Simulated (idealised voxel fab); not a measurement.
process module | voxel capacitor over wiring
cross-section cut | 280 nm wide | cells 5 nm
A cross-section is a grid of square cells, given in bands from the top down. A band is one or more rows of cells.
Each band's line starts with the height of the band's top and of its bottom, in nm. Then come its materials from left to right, each with its width in nm. One material with "throughout" fills the band from edge to edge. "air" is empty space.
Height 0 is the level under which the wafer as received is all one material. The lowest band goes on downwards, as in "0 down".
A width such as "30 to 40" changes by the same amount from each row of cells to the next, from the band's top row to its bottom row.
"no change" after a step means that no cell of the cross-section changed.
closed voids: empty space of 8 cells or more with no open way to the top, each as width x height at its distance from the left edge, in nm
after a step's settings: what the simulator itself notes on the step
overlay nm, on a step with a mask: how far to the right of its planned place the mask lay; to the left if negative
plan
1 op RECEIVE | material Si
2 op CONFORMAL_DEP | material SiO2 | thk nm 10
3 op CONFORMAL_DEP | material SiN | thk nm 5
4 op DIRECTIONAL_DEP | material lowk | thk nm 25
5 op PATTERN | tone open | mask id METAL_1 | material resist | width nm 30 | pitch nm 80 | thk nm 20 | overlay nm 0
6 op DIRECTIONAL_ETCH | etch materials lowk | depth nm 25
7 op DIRECTIONAL_ETCH | etch materials SiN | depth nm 5
8 op STRIP | etch materials resist
9 op CONFORMAL_DEP | material TiN | thk nm 5
10 op FILL_DEP | material Cu | thk nm 10
11 op CMP | height nm 40
12 op CONFORMAL_DEP | material SiCN | thk nm 5
13 op DIRECTIONAL_DEP | material lowk | thk nm 20
14 op DIRECTIONAL_DEP | material aC | thk nm 15
15 op PATTERN | tone open | mask id PLUG_1 | material resist | width nm 15 | thk nm 35 | overlay nm 0
16 op DIRECTIONAL_ETCH | etch materials aC | depth nm 15
17 op STRIP | etch materials resist
18 op DIRECTIONAL_ETCH | etch materials lowk | depth nm 20
19 op DIRECTIONAL_ETCH | etch materials SiCN | depth nm 5
20 op STRIP | etch materials aC
21 op CONFORMAL_DEP | material TiN | thk nm 5
22 op FILL_DEP | material Ru | thk nm 10
23 op CMP | height nm 65
24 op DIRECTIONAL_DEP | material TiN | thk nm 10
25 op DIRECTIONAL_DEP | material HfO2 | thk nm 5
26 op DIRECTIONAL_DEP | material TiN | thk nm 5
27 op PATTERN | tone cover | mask id UPPER_PLATE | material resist | width nm 55 | thk nm 15 | overlay nm 0
28 op DIRECTIONAL_ETCH | etch materials TiN | depth nm 5
29 op DIRECTIONAL_ETCH | etch materials HfO2 | depth nm 5
30 op STRIP | etch materials resist
31 op PATTERN | tone cover | mask id LOWER_PLATE | material resist | width nm 65 | thk nm 15 | overlay nm 0
32 op DIRECTIONAL_ETCH | etch materials TiN | depth nm 10
33 op STRIP | etch materials resist
34 op FILL_DEP | material SiO2 | thk nm 20
35 op CMP | height nm 100
36 op PATTERN | tone open | mask id PLUG_2 | material resist | width nm 15 | thk nm 20 | overlay nm 0
37 op DIRECTIONAL_ETCH | etch materials SiO2 | depth nm 15
38 op STRIP | etch materials resist
39 op CONFORMAL_DEP | material TiN | thk nm 5
40 op FILL_DEP | material Ru | thk nm 10
41 op CMP | height nm 100
42 op CONFORMAL_DEP | material SiN | thk nm 5
first wafer, as planned
as received, after step 1
  0 down: Si throughout
  closed voids: none
after step 2
  10 to 0: SiO2 throughout
  below 0: unchanged
after step 3
  15 to 10: SiN throughout
  below 10: unchanged
after step 4
  40 to 15: lowk throughout
  below 15: unchanged
after step 5
  60 to 40: resist 85 | air 30 | resist 50 | air 30 | resist 85
  below 40: unchanged
after step 6
  60 to 40: resist 85 | air 30 | resist 50 | air 30 | resist 85
  40 to 15: lowk 85 | air 30 | lowk 50 | air 30 | lowk 85
  below 15: unchanged
after step 7
  60 to 40: resist 85 | air 30 | resist 50 | air 30 | resist 85
  40 to 15: lowk 85 | air 30 | lowk 50 | air 30 | lowk 85
  15 to 10: SiN 85 | air 30 | SiN 50 | air 30 | SiN 85
  below 10: unchanged
after step 8
  40 to 15: lowk 85 | air 30 | lowk 50 | air 30 | lowk 85
  below 15: unchanged
after step 9
  45 to 40: TiN 90 | air 20 | TiN 60 | air 20 | TiN 90
  40 to 15: lowk 85 | TiN 5 | air 20 | TiN 5 | lowk 50 | TiN 5 | air 20 | TiN 5 | lowk 85
  15 to 10: SiN 85 | TiN 30 | SiN 50 | TiN 30 | SiN 85
  below 10: unchanged
after step 10
  55 to 45: Cu throughout
  45 to 40: TiN 90 | Cu 20 | TiN 60 | Cu 20 | TiN 90
  40 to 15: lowk 85 | TiN 5 | Cu 20 | TiN 5 | lowk 50 | TiN 5 | Cu 20 | TiN 5 | lowk 85
  below 15: unchanged
after step 11
  40 to 15: lowk 85 | TiN 5 | Cu 20 | TiN 5 | lowk 50 | TiN 5 | Cu 20 | TiN 5 | lowk 85
  below 15: unchanged
after step 12
  45 to 40: SiCN throughout
  below 40: unchanged
after step 13
  65 to 45: lowk throughout
  below 45: unchanged
after step 14
  80 to 65: aC throughout
  below 65: unchanged
after step 15
  115 to 80: resist 100 | air 15 | resist 165
  below 80: unchanged
after step 16
  100 to 80: resist 100 | air 15 | resist 165
  80 to 65: aC 100 | air 15 | aC 165
  below 65: unchanged
after step 17
  80 to 65: aC 100 | air 15 | aC 165
  below 65: unchanged
after step 18
  80 to 65: aC 100 | air 15 | aC 165
  65 to 45: lowk 100 | air 15 | lowk 165
  below 45: unchanged
after step 19
  80 to 65: aC 100 | air 15 | aC 165
  65 to 45: lowk 100 | air 15 | lowk 165
  45 to 40: SiCN 100 | air 15 | SiCN 165
  below 40: unchanged
after step 20
  65 to 45: lowk 100 | air 15 | lowk 165
  below 45: unchanged
after step 21
  70 to 65: TiN 105 | air 5 | TiN 170
  65 to 45: lowk 100 | TiN 5 | air 5 | TiN 5 | lowk 165
  45 to 40: SiCN 100 | TiN 15 | SiCN 165
  below 40: unchanged
after step 22
  80 to 70: Ru throughout
  70 to 65: TiN 105 | Ru 5 | TiN 170
  65 to 45: lowk 100 | TiN 5 | Ru 5 | TiN 5 | lowk 165
  below 45: unchanged
after step 23
  65 to 45: lowk 100 | TiN 5 | Ru 5 | TiN 5 | lowk 165
  below 45: unchanged
after step 24
  75 to 65: TiN throughout
  below 65: unchanged
after step 25
  80 to 75: HfO2 throughout
  below 75: unchanged
after step 26
  85 to 80: TiN throughout
  below 80: unchanged
after step 27
  100 to 85: air 100 | resist 55 | air 125
  below 85: unchanged
after step 28
  100 to 85: air 100 | resist 55 | air 125
  85 to 80: air 100 | TiN 55 | air 125
  below 80: unchanged
after step 29
  100 to 85: air 100 | resist 55 | air 125
  85 to 80: air 100 | TiN 55 | air 125
  80 to 75: air 100 | HfO2 55 | air 125
  below 75: unchanged
after step 30
  85 to 80: air 100 | TiN 55 | air 125
  below 80: unchanged
after step 31
  100 to 85: air 95 | resist 65 | air 120
  85 to 80: air 95 | resist 5 | TiN 55 | resist 5 | air 120
  80 to 75: air 95 | resist 5 | HfO2 55 | resist 5 | air 120
  below 75: unchanged
after step 32
  100 to 85: air 95 | resist 65 | air 120
  85 to 80: air 95 | resist 5 | TiN 55 | resist 5 | air 120
  80 to 75: air 95 | resist 5 | HfO2 55 | resist 5 | air 120
  75 to 65: air 95 | TiN 65 | air 120
  below 65: unchanged
after step 33
  85 to 80: air 100 | TiN 55 | air 125
  80 to 75: air 100 | HfO2 55 | air 125
  below 75: unchanged
after step 34
  105 to 85: SiO2 throughout
  85 to 80: SiO2 100 | TiN 55 | SiO2 125
  80 to 75: SiO2 100 | HfO2 55 | SiO2 125
  75 to 65: SiO2 95 | TiN 65 | SiO2 120
  below 65: unchanged
after step 35
  100 to 85: SiO2 throughout
  below 85: unchanged
after step 36
  120 to 100: resist 110 | air 15 | resist 155
  below 100: unchanged
after step 37
  120 to 100: resist 110 | air 15 | resist 155
  100 to 85: SiO2 110 | air 15 | SiO2 155
  below 85: unchanged
after step 38
  100 to 85: SiO2 110 | air 15 | SiO2 155
  below 85: unchanged
after step 39
  105 to 100: TiN 115 | air 5 | TiN 160
  100 to 90: SiO2 110 | TiN 5 | air 5 | TiN 5 | SiO2 155
  90 to 80: SiO2 110 to 100 | TiN 15 to 55 | SiO2 155 to 125
  below 80: unchanged
after step 40
  115 to 105: Ru throughout
  105 to 100: TiN 115 | Ru 5 | TiN 160
  100 to 90: SiO2 110 | TiN 5 | Ru 5 | TiN 5 | SiO2 155
  below 90: unchanged
after step 41
  100 to 90: SiO2 110 | TiN 5 | Ru 5 | TiN 5 | SiO2 155
  below 90: unchanged
after step 42
  105 to 100: SiN throughout
  below 100: unchanged
second wafer: like start, like plan, one mistake. Through step 1 it matches the first wafer
when step 2 should have ended
  10 to 0: Ru throughout
  below 0: unchanged
when step 3 should have ended
  15 to 10: SiN throughout
  below 10: unchanged
when step 4 should have ended
  40 to 15: lowk throughout
  below 15: unchanged
when step 5 should have ended
  60 to 40: resist 85 | air 30 | resist 50 | air 30 | resist 85
  below 40: unchanged
when step 6 should have ended
  60 to 40: resist 85 | air 30 | resist 50 | air 30 | resist 85
  40 to 15: lowk 85 | air 30 | lowk 50 | air 30 | lowk 85
  below 15: unchanged
when step 7 should have ended
  60 to 40: resist 85 | air 30 | resist 50 | air 30 | resist 85
  40 to 15: lowk 85 | air 30 | lowk 50 | air 30 | lowk 85
  15 to 10: SiN 85 | air 30 | SiN 50 | air 30 | SiN 85
  below 10: unchanged
when step 8 should have ended
  40 to 15: lowk 85 | air 30 | lowk 50 | air 30 | lowk 85
  below 15: unchanged
when step 9 should have ended
  45 to 40: TiN 90 | air 20 | TiN 60 | air 20 | TiN 90
  40 to 15: lowk 85 | TiN 5 | air 20 | TiN 5 | lowk 50 | TiN 5 | air 20 | TiN 5 | lowk 85
  15 to 10: SiN 85 | TiN 30 | SiN 50 | TiN 30 | SiN 85
  below 10: unchanged
when step 10 should have ended
  55 to 45: Cu throughout
  45 to 40: TiN 90 | Cu 20 | TiN 60 | Cu 20 | TiN 90
  40 to 15: lowk 85 | TiN 5 | Cu 20 | TiN 5 | lowk 50 | TiN 5 | Cu 20 | TiN 5 | lowk 85
  below 15: unchanged
when step 11 should have ended
  40 to 15: lowk 85 | TiN 5 | Cu 20 | TiN 5 | lowk 50 | TiN 5 | Cu 20 | TiN 5 | lowk 85
  below 15: unchanged
when step 12 should have ended
  45 to 40: SiCN throughout
  below 40: unchanged
when step 13 should have ended
  65 to 45: lowk throughout
  below 45: unchanged
when step 14 should have ended
  80 to 65: aC throughout
  below 65: unchanged
when step 15 should have ended
  115 to 80: resist 100 | air 15 | resist 165
  below 80: unchanged
when step 16 should have ended
  100 to 80: resist 100 | air 15 | resist 165
  80 to 65: aC 100 | air 15 | aC 165
  below 65: unchanged
when step 17 should have ended
  80 to 65: aC 100 | air 15 | aC 165
  below 65: unchanged
when step 18 should have ended
  80 to 65: aC 100 | air 15 | aC 165
  65 to 45: lowk 100 | air 15 | lowk 165
  below 45: unchanged
when step 19 should have ended
  80 to 65: aC 100 | air 15 | aC 165
  65 to 45: lowk 100 | air 15 | lowk 165
  45 to 40: SiCN 100 | air 15 | SiCN 165
  below 40: unchanged
when step 20 should have ended
  65 to 45: lowk 100 | air 15 | lowk 165
  below 45: unchanged
when step 21 should have ended
  70 to 65: TiN 105 | air 5 | TiN 170
  65 to 45: lowk 100 | TiN 5 | air 5 | TiN 5 | lowk 165
  45 to 40: SiCN 100 | TiN 15 | SiCN 165
  below 40: unchanged
when step 22 should have ended
  80 to 70: Ru throughout
  70 to 65: TiN 105 | Ru 5 | TiN 170
  65 to 45: lowk 100 | TiN 5 | Ru 5 | TiN 5 | lowk 165
  below 45: unchanged
when step 23 should have ended
  65 to 45: lowk 100 | TiN 5 | Ru 5 | TiN 5 | lowk 165
  below 45: unchanged
when step 24 should have ended
  75 to 65: TiN throughout
  below 65: unchanged
when step 25 should have ended
  80 to 75: HfO2 throughout
  below 75: unchanged
when step 26 should have ended
  85 to 80: TiN throughout
  below 80: unchanged
when step 27 should have ended
  100 to 85: air 100 | resist 55 | air 125
  below 85: unchanged
when step 28 should have ended
  100 to 85: air 100 | resist 55 | air 125
  85 to 80: air 100 | TiN 55 | air 125
  below 80: unchanged
when step 29 should have ended
  100 to 85: air 100 | resist 55 | air 125
  85 to 80: air 100 | TiN 55 | air 125
  80 to 75: air 100 | HfO2 55 | air 125
  below 75: unchanged
when step 30 should have ended
  85 to 80: air 100 | TiN 55 | air 125
  below 80: unchanged
when step 31 should have ended
  100 to 85: air 95 | resist 65 | air 120
  85 to 80: air 95 | resist 5 | TiN 55 | resist 5 | air 120
  80 to 75: air 95 | resist 5 | HfO2 55 | resist 5 | air 120
  below 75: unchanged
when step 32 should have ended
  100 to 85: air 95 | resist 65 | air 120
  85 to 80: air 95 | resist 5 | TiN 55 | resist 5 | air 120
  80 to 75: air 95 | resist 5 | HfO2 55 | resist 5 | air 120
  75 to 65: air 95 | TiN 65 | air 120
  below 65: unchanged
when step 33 should have ended
  85 to 80: air 100 | TiN 55 | air 125
  80 to 75: air 100 | HfO2 55 | air 125
  below 75: unchanged
when step 34 should have ended
  105 to 85: SiO2 throughout
  85 to 80: SiO2 100 | TiN 55 | SiO2 125
  80 to 75: SiO2 100 | HfO2 55 | SiO2 125
  75 to 65: SiO2 95 | TiN 65 | SiO2 120
  below 65: unchanged
when step 35 should have ended
  100 to 85: SiO2 throughout
  below 85: unchanged
when step 36 should have ended
  120 to 100: resist 110 | air 15 | resist 155
  below 100: unchanged
when step 37 should have ended
  120 to 100: resist 110 | air 15 | resist 155
  100 to 85: SiO2 110 | air 15 | SiO2 155
  below 85: unchanged
when step 38 should have ended
  100 to 85: SiO2 110 | air 15 | SiO2 155
  below 85: unchanged
when step 39 should have ended
  105 to 100: TiN 115 | air 5 | TiN 160
  100 to 90: SiO2 110 | TiN 5 | air 5 | TiN 5 | SiO2 155
  90 to 80: SiO2 110 to 100 | TiN 15 to 55 | SiO2 155 to 125
  below 80: unchanged
when step 40 should have ended
  115 to 105: Ru throughout
  105 to 100: TiN 115 | Ru 5 | TiN 160
  100 to 90: SiO2 110 | TiN 5 | Ru 5 | TiN 5 | SiO2 155
  below 90: unchanged
when step 41 should have ended
  100 to 90: SiO2 110 | TiN 5 | Ru 5 | TiN 5 | SiO2 155
  below 90: unchanged
when step 42 should have ended
  105 to 100: SiN throughout
  below 100: unchanged
what went wrong: step 2 ran as: op CONFORMAL_DEP | material Ru | thk nm 10
at the end the second wafer has, in cells: 112 more of Ru | 112 fewer of SiO2
